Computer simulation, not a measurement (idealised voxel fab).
Process module in this document: voxel fin reveal
Cross-sectional view cut (width: 275 nm; square cell size: 5 nm).
Each cross-section below is a grid of square cells, stated as bands in top-down order, with one or more rows of cells making up each band.
For a band, the entry starts with two heights in nm, that of the top and then that of the bottom, and carries on with the band's materials in order from left to right, each alongside its width in nm; the word "throughout" beside a single material means it fills the band edge to edge, and "air" means empty space.
Below 0: as-received wafer, all one material; heights counted from there. Lowest band: no bottom, goes on down, written "0 and below".
Read "30..40" as a graded width: first number on top, second number at the bottom, same change between each pair of neighbouring rows.
Step note "all unchanged" = no cross-section cell changed.
For the entry "Enclosed void entries", the listed items are empty spaces with no open way to the top whose size is 8 cells or more; each item follows the pattern width x height at distance, where distance is from the left edge and all three are in nm.
Text after the settings on a step's line: the simulator's own remark on that step.
What "overlay nm" on a step's line means: if the step has a mask, that mask lay this far to the right of its planned place, or, when the value is negative, to the left.
### The following list gives the planned process steps
| 1 | op RECEIVE | material Si |
| 2 | op CONFORMAL_DEP | material SiN | thk nm 10 |
| 3 | op MASKED_ETCH | tone cover | mask id FINS | width nm 15 | pitch nm 40 | etch materials SiN | depth nm 10 | overlay nm 0 |
| 4 | op MASKED_ETCH | tone cover | mask id FINS | width nm 15 | pitch nm 40 | etch materials Si | depth nm 30 | overlay nm 0 |
| 5 | op FILL_DEP | material SiO2 | thk nm 15 |
| 6 | op CMP | height nm 10 |
| 7 | op SELECTIVE_ETCH | etch materials SiO2 | depth nm 20 |
| 8 | op STRIP | etch materials SiN |
### First of two wafers, processed according to plan
### As-received wafer cross-section (after step 1)
    0 and below | Si throughout
    Enclosed void entries: none
### Wafer after step 2 (cross-section)
    10 down to 0 | SiN throughout
    Note: structure below 0 unchanged.
### Wafer after step 3 (cross-section)
    10 down to 0 | air 70 nm / SiN 15 nm / air 25 nm / SiN 15 nm / air 25 nm / SiN 15 nm / air 25 nm / SiN 15 nm / air 70 nm
    Note: structure below 0 unchanged.
### Wafer after step 4 (cross-section)
    10 down to 0 | air 70 nm / SiN 15 nm / air 25 nm / SiN 15 nm / air 25 nm / SiN 15 nm / air 25 nm / SiN 15 nm / air 70 nm
    0 down to -30 | air 70 nm / Si 15 nm / air 25 nm / Si 15 nm / air 25 nm / Si 15 nm / air 25 nm / Si 15 nm / air 70 nm
    Note: structure below -30 unchanged.
### Wafer after step 5 (cross-section)
    25 down to 10 | SiO2 throughout
    10 down to 0 | SiO2 70 nm / SiN 15 nm / SiO2 25 nm / SiN 15 nm / SiO2 25 nm / SiN 15 nm / SiO2 25 nm / SiN 15 nm / SiO2 70 nm
    0 down to -30 | SiO2 70 nm / Si 15 nm / SiO2 25 nm / Si 15 nm / SiO2 25 nm / Si 15 nm / SiO2 25 nm / Si 15 nm / SiO2 70 nm
    Note: structure below -30 unchanged.
### Wafer after step 6 (cross-section)
    10 down to 0 | SiO2 70 nm / SiN 15 nm / SiO2 25 nm / SiN 15 nm / SiO2 25 nm / SiN 15 nm / SiO2 25 nm / SiN 15 nm / SiO2 70 nm
    Note: structure below 0 unchanged.
### Wafer after step 7 (cross-section)
    10 down to 0 | air 70 nm / SiN 15 nm / air 25 nm / SiN 15 nm / air 25 nm / SiN 15 nm / air 25 nm / SiN 15 nm / air 70 nm
    0 down to -10 | air 70 nm / Si 15 nm / air 25 nm / Si 15 nm / air 25 nm / Si 15 nm / air 25 nm / Si 15 nm / air 70 nm
    Note: structure below -10 unchanged.
### Wafer after step 8 (cross-section)
    0 down to -10 | air 70 nm / Si 15 nm / air 25 nm / Si 15 nm / air 25 nm / Si 15 nm / air 25 nm / Si 15 nm / air 70 nm
    Note: structure below -10 unchanged.
### Second Wafer (Identical Start and Plan, One Processing Error; Matches First Wafer Through Step 7)
### Look at the second wafer in cross-section at the time step 8 ought to have finished
    10 down to 0 | air 70 nm / SiN 15 nm / air 25 nm / SiN 15 nm / air 25 nm / SiN 15 nm / air 25 nm / SiN 15 nm / air 70 nm
    0 down to -30 | air 70 nm / Si 15 nm / air 25 nm / Si 15 nm / air 25 nm / Si 15 nm / air 25 nm / Si 15 nm / air 70 nm
    Note: structure below -30 unchanged.
Against the plan, the run slipped here: not per plan at step 8, really ran op STRIP | etch materials SiO2
The final cell counts differ between the wafers, with the second having more or fewer of some materials than the first: 24 more of SiN, 172 fewer of SiO2
